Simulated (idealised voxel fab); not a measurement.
process module | voxel gate over fins
cross-section cut | 265 nm wide | cells 5 nm
A cross-section is a grid of square cells, given in bands from the top down. A band is one or more rows of cells.
Each band's line starts with the height of the band's top and of its bottom, in nm. Then come its materials from left to right, each with its width in nm. One material with "throughout" fills the band from edge to edge. "air" is empty space.
Height 0 is the level under which the wafer as received is all one material. The lowest band goes on downwards, as in "0 down".
A width such as "30 to 40" changes by the same amount from each row of cells to the next, from the band's top row to its bottom row.
"no change" after a step means that no cell of the cross-section changed.
closed voids: empty space of 8 cells or more with no open way to the top, each as width x height at its distance from the left edge, in nm
after a step's settings: what the simulator itself notes on the step
overlay nm, on a step with a mask: how far to the right of its planned place the mask lay; to the left if negative
plan
1 op RECEIVE | material Si
2 op CONFORMAL_DEP | material SiN | thk nm 10
3 op MASKED_ETCH | tone cover | mask id FINS | width nm 15 | pitch nm 45 | etch materials SiN | depth nm 10 | overlay nm 0
4 op MASKED_ETCH | tone cover | mask id FINS | width nm 15 | pitch nm 45 | etch materials Si | depth nm 30 | overlay nm 0
5 op OXIDIZE | depth nm 5
6 op FILL_DEP | material SiO2 | thk nm 5
7 op CMP | height nm 10
8 op SELECTIVE_ETCH | etch materials SiO2 | depth nm 25
9 op STRIP | etch materials SiN
10 op CONFORMAL_DEP | material HfO2 | thk nm 5
11 op CONFORMAL_DEP | material TiN | thk nm 5
12 op CONFORMAL_DEP | material TiAl | thk nm 5
13 op CONFORMAL_DEP | material TiN | thk nm 5
14 op FILL_DEP | material W | thk nm 10
15 op CMP | height nm 25
16 op CONFORMAL_DEP | material SiCN | thk nm 5
varied across the wafers: thk nm of step 16. The plan shows the first wafer's value. All wafers start alike
first wafer as received, after step 1
  0 down: Si throughout
  closed voids: none
first wafer at the end, after step 16
  30 to 25: SiCN throughout
  25 to 20: W throughout
  20 to 15: W 40 | TiN 180 | W 45
  15 to 10: W 40 | TiN 5 | TiAl 35 | TiN 10 | TiAl 35 | TiN 10 | TiAl 35 | TiN 10 | TiAl 35 | TiN 5 | W 45
  10 to 5: W 40 | TiN 5 | TiAl 5 | TiN 25 | TiAl 5 | TiN 10 | TiAl 5 | TiN 25 | TiAl 5 | TiN 10 | TiAl 5 | TiN 25 | TiAl 5 | TiN 10 | TiAl 5 | TiN 25 | TiAl 5 | TiN 5 | W 45
  5 to 0: TiN 45 | TiAl 5 | TiN 5 | HfO2 15 | TiN 5 | TiAl 5 | TiN 10 | TiAl 5 | TiN 5 | HfO2 15 | TiN 5 | TiAl 5 | TiN 10 | TiAl 5 | TiN 5 | HfO2 15 | TiN 5 | TiAl 5 | TiN 10 | TiAl 5 | TiN 5 | HfO2 15 | TiN 5 | TiAl 5 | TiN 50
  0 to -5: TiAl 50 | TiN 5 | HfO2 5 | Si 5 | HfO2 5 | TiN 5 | TiAl 20 | TiN 5 | HfO2 5 | Si 5 | HfO2 5 | TiN 5 | TiAl 20 | TiN 5 | HfO2 5 | Si 5 | HfO2 5 | TiN 5 | TiAl 20 | TiN 5 | HfO2 5 | Si 5 | HfO2 5 | TiN 5 | TiAl 55
  -5 to -10: TiN 55 | HfO2 5 | Si 5 | HfO2 5 | TiN 30 | HfO2 5 | Si 5 | HfO2 5 | TiN 30 | HfO2 5 | Si 5 | HfO2 5 | TiN 30 | HfO2 5 | Si 5 | HfO2 5 | TiN 60
  -10 to -15: HfO2 60 | Si 5 | HfO2 40 | Si 5 | HfO2 40 | Si 5 | HfO2 40 | Si 5 | HfO2 65
  -15 to -35: SiO2 60 | Si 5 | SiO2 40 | Si 5 | SiO2 40 | Si 5 | SiO2 40 | Si 5 | SiO2 65
  -35 down: Si throughout
  closed voids: none
last wafer at the end
  50 to 25: SiCN throughout
  25 to 20: W throughout
  20 to 15: W 40 | TiN 180 | W 45
  15 to 10: W 40 | TiN 5 | TiAl 35 | TiN 10 | TiAl 35 | TiN 10 | TiAl 35 | TiN 10 | TiAl 35 | TiN 5 | W 45
  10 to 5: W 40 | TiN 5 | TiAl 5 | TiN 25 | TiAl 5 | TiN 10 | TiAl 5 | TiN 25 | TiAl 5 | TiN 10 | TiAl 5 | TiN 25 | TiAl 5 | TiN 10 | TiAl 5 | TiN 25 | TiAl 5 | TiN 5 | W 45
  5 to 0: TiN 45 | TiAl 5 | TiN 5 | HfO2 15 | TiN 5 | TiAl 5 | TiN 10 | TiAl 5 | TiN 5 | HfO2 15 | TiN 5 | TiAl 5 | TiN 10 | TiAl 5 | TiN 5 | HfO2 15 | TiN 5 | TiAl 5 | TiN 10 | TiAl 5 | TiN 5 | HfO2 15 | TiN 5 | TiAl 5 | TiN 50
  0 to -5: TiAl 50 | TiN 5 | HfO2 5 | Si 5 | HfO2 5 | TiN 5 | TiAl 20 | TiN 5 | HfO2 5 | Si 5 | HfO2 5 | TiN 5 | TiAl 20 | TiN 5 | HfO2 5 | Si 5 | HfO2 5 | TiN 5 | TiAl 20 | TiN 5 | HfO2 5 | Si 5 | HfO2 5 | TiN 5 | TiAl 55
  -5 to -10: TiN 55 | HfO2 5 | Si 5 | HfO2 5 | TiN 30 | HfO2 5 | Si 5 | HfO2 5 | TiN 30 | HfO2 5 | Si 5 | HfO2 5 | TiN 30 | HfO2 5 | Si 5 | HfO2 5 | TiN 60
  -10 to -15: HfO2 60 | Si 5 | HfO2 40 | Si 5 | HfO2 40 | Si 5 | HfO2 40 | Si 5 | HfO2 65
  -15 to -35: SiO2 60 | Si 5 | SiO2 40 | Si 5 | SiO2 40 | Si 5 | SiO2 40 | Si 5 | SiO2 65
  -35 down: Si throughout
  closed voids: none
each wafer at the end: cells of each material gained (+) or lost (-) since it was received, then its closed voids
thk nm 5 | +77 HfO2 | -343 Si | +53 SiCN | +196 SiO2 | +77 TiAl | +154 TiN | +104 W | closed voids: none
thk nm 10 | +77 HfO2 | -343 Si | +106 SiCN | +196 SiO2 | +77 TiAl | +154 TiN | +104 W | closed voids: none
thk nm 15 | +77 HfO2 | -343 Si | +159 SiCN | +196 SiO2 | +77 TiAl | +154 TiN | +104 W | closed voids: none
thk nm 20 | +77 HfO2 | -343 Si | +212 SiCN | +196 SiO2 | +77 TiAl | +154 TiN | +104 W | closed voids: none
thk nm 25 | +77 HfO2 | -343 Si | +265 SiCN | +196 SiO2 | +77 TiAl | +154 TiN | +104 W | closed voids: none
